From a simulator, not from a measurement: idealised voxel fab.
Documented hereafter: the process module known as voxel double patterning.
We display cut, a cross-section 245 nm in width whose square cells are each 5 nm.
Cross-section format: a grid of square cells, given as bands from top to bottom; each band is one or more rows of cells. This entry defines a band. It first specifies the height of the band's top and the height of its bottom in nm, and then specifies the band's materials from left to right, stating each material with its width in nm. The word "edge to edge" identifies a single material that fills the band from edge to edge, while the word "empty" identifies empty space. Measure heights from 0. That's the level where, below it, the as-received wafer is all one material. The lowest band is bottomless and extends downward; write it as in "0 down". A two-number width, for instance "30 to 40", indicates that the width is equal to the first number in the top row of the band and to the second number in the bottom row, and that it changes by a constant amount per row of cells. Given "nothing was modified" for a step, no cell of the cross-section differs between before and after that step. What "Closed cavities" gives you is every empty space of 8 cells or more that is cut off from the top. Each appears as width x height at distance, with the distance taken from the left edge and width, height and distance all in nm. Note: text after step settings on the step line = simulator remark on that step. "overlay nm" on a masked step: distance the mask lay right of its planned place, negative for left. Every pair from here on: before one process step, after it. The after cross-section reaches only to the lowest band that changed. Below the pair: the step in between and its settings. Pairs can belong to different runs of this module on the same starting wafer; a pair carries on from the pair above only if the entry headed "Before processing" says so.
## Before processing
- 45 to 25: 115 of resist, then 15 of empty, then 115 of resist
- 25 to 20: 90 of SiN, then 15 of resist, then 35 of SiN, then 15 of resist, then 90 of SiN
- 20 to 5: polySi edge to edge
- 5 to 0: aC edge to edge
- 0 down: Si edge to edge
- Closed cavities: none
## Resulting Cross-Section
- 45 to 25: 115 of resist, then 15 of empty, then 115 of resist
- 25 to 20: 90 of SiN, then 15 of resist, then 10 of SiN, then 15 of empty, then 10 of SiN, then 15 of resist, then 90 of SiN
- Beneath the level 20, the cross-section is identical to its previous state.
- Closed cavities: none
What sits between those two cross-sections? DIRECTIONAL_ETCH [etch materials SiN] [depth nm 5]
Before processing: the state before this step is the cross-section shown after the step in the pair just above.
## Resulting Cross-Section
- 25 to 20: 90 of SiN, then 15 of empty, then 10 of SiN, then 15 of empty, then 10 of SiN, then 15 of empty, then 90 of SiN
- Beneath the level 20, the cross-section is identical to its previous state.
- Closed cavities: none
What sits between those two cross-sections? STRIP [etch materials resist]
Before processing: the state before this step is the cross-section shown after the step in the pair just above.
## Resulting Cross-Section
- 25 to 20: 90 of SiN, then 15 of empty, then 10 of SiN, then 15 of empty, then 10 of SiN, then 15 of empty, then 90 of SiN
- 20 to 5: 90 of polySi, then 15 of empty, then 10 of polySi, then 15 of empty, then 10 of polySi, then 15 of empty, then 90 of polySi
- Beneath the level 5, the cross-section is identical to its previous state.
- Closed cavities: none
What sits between those two cross-sections? DIRECTIONAL_ETCH [etch materials polySi] [depth nm 15]
Before processing: the state before this step is the cross-section shown after the step in the pair just above.
## Resulting Cross-Section
- 20 to 5: 90 of polySi, then 15 of empty, then 10 of polySi, then 15 of empty, then 10 of polySi, then 15 of empty, then 90 of polySi
- Beneath the level 5, the cross-section is identical to its previous state.
- Closed cavities: none
What sits between those two cross-sections? STRIP [etch materials SiN]
## Before processing
- 35 to 25: aC edge to edge
- 25 to 20: SiN edge to edge
- 20 to 5: polySi edge to edge
- 5 to 0: SiO2 edge to edge
- 0 down: Si edge to edge
- Closed cavities: none
## Resulting Cross-Section
- 65 to 35: 90 of empty, then 15 of resist, then 35 of empty, then 15 of resist, then 90 of empty
- Beneath the level 35, the cross-section is identical to its previous state.
- Closed cavities: none
What sits between those two cross-sections? PATTERN [tone cover] [mask id FIRST] [material resist] [width nm 15] [pitch nm 50] [thk nm 30] [overlay nm 0]
Before processing: the state before this step is the cross-section shown after the step in the pair just above.
## Resulting Cross-Section
- 55 to 35: 90 of empty, then 15 of resist, then 35 of empty, then 15 of resist, then 90 of empty
- 35 to 25: 90 of empty, then 15 of aC, then 35 of empty, then 15 of aC, then 90 of empty
- Beneath the level 25, the cross-section is identical to its previous state.
- Closed cavities: none
What sits between those two cross-sections? DIRECTIONAL_ETCH [etch materials aC] [depth nm 10]
Before processing: the state before this step is the cross-section shown after the step in the pair just above.
## Resulting Cross-Section
- 35 to 25: 90 of empty, then 15 of aC, then 35 of empty, then 15 of aC, then 90 of empty
- Beneath the level 25, the cross-section is identical to its previous state.
- Closed cavities: none
What sits between those two cross-sections? STRIP [etch materials resist]
Before processing: the state before this step is the cross-section shown after the step in the pair just above.
## Resulting Cross-Section
- 35 to 25: 90 of empty, then 15 of aC, then 35 of empty, then 15 of aC, then 90 of empty
- 25 to 20: 90 of empty, then 15 of SiN, then 35 of empty, then 15 of SiN, then 90 of empty
- Beneath the level 20, the cross-section is identical to its previous state.
- Closed cavities: none
What sits between those two cross-sections? DIRECTIONAL_ETCH [etch materials SiN] [depth nm 5]
Before processing: the state before this step is the cross-section shown after the step in the pair just above.
## Resulting Cross-Section
- 25 to 20: 90 of empty, then 15 of SiN, then 35 of empty, then 15 of SiN, then 90 of empty
- Beneath the level 20, the cross-section is identical to its previous state.
- Closed cavities: none
What sits between those two cross-sections? STRIP [etch materials aC]
Before processing: the state before this step is the cross-section shown after the step in the pair just above.
## Resulting Cross-Section
- 45 to 25: 115 of resist, then 15 of empty, then 115 of resist
- 25 to 20: 90 of resist, then 15 of SiN, then 10 of resist, then 15 of empty, then 10 of resist, then 15 of SiN, then 90 of resist
- Beneath the level 20, the cross-section is identical to its previous state.
- Closed cavities: none
What sits between those two cross-sections? PATTERN [tone open] [mask id SECOND] [material resist] [width nm 15] [thk nm 20] [overlay nm 0]
Before processing: the state before this step is the cross-section shown after the step in the pair just above.
## Resulting Cross-Section
- 25 to 20: 90 of empty, then 15 of SiN, then 35 of empty, then 15 of SiN, then 90 of empty
- Beneath the level 20, the cross-section is identical to its previous state.
- Closed cavities: none
What sits between those two cross-sections? STRIP [etch materials resist]
Before processing: the state before this step is the cross-section shown after the step in the pair just above.
## Resulting Cross-Section
- 25 to 20: 90 of empty, then 15 of SiN, then 35 of empty, then 15 of SiN, then 90 of empty
- 20 to 5: 90 of empty, then 15 of polySi, then 35 of empty, then 15 of polySi, then 90 of empty
- Beneath the level 5, the cross-section is identical to its previous state.
- Closed cavities: none
What sits between those two cross-sections? DIRECTIONAL_ETCH [etch materials polySi] [depth nm 15]
Before processing: the state before this step is the cross-section shown after the step in the pair just above.
## Resulting Cross-Section
- 20 to 5: 90 of empty, then 15 of polySi, then 35 of empty, then 15 of polySi, then 90 of empty
- Beneath the level 5, the cross-section is identical to its previous state.
- Closed cavities: none
What sits between those two cross-sections? STRIP [etch materials SiN]
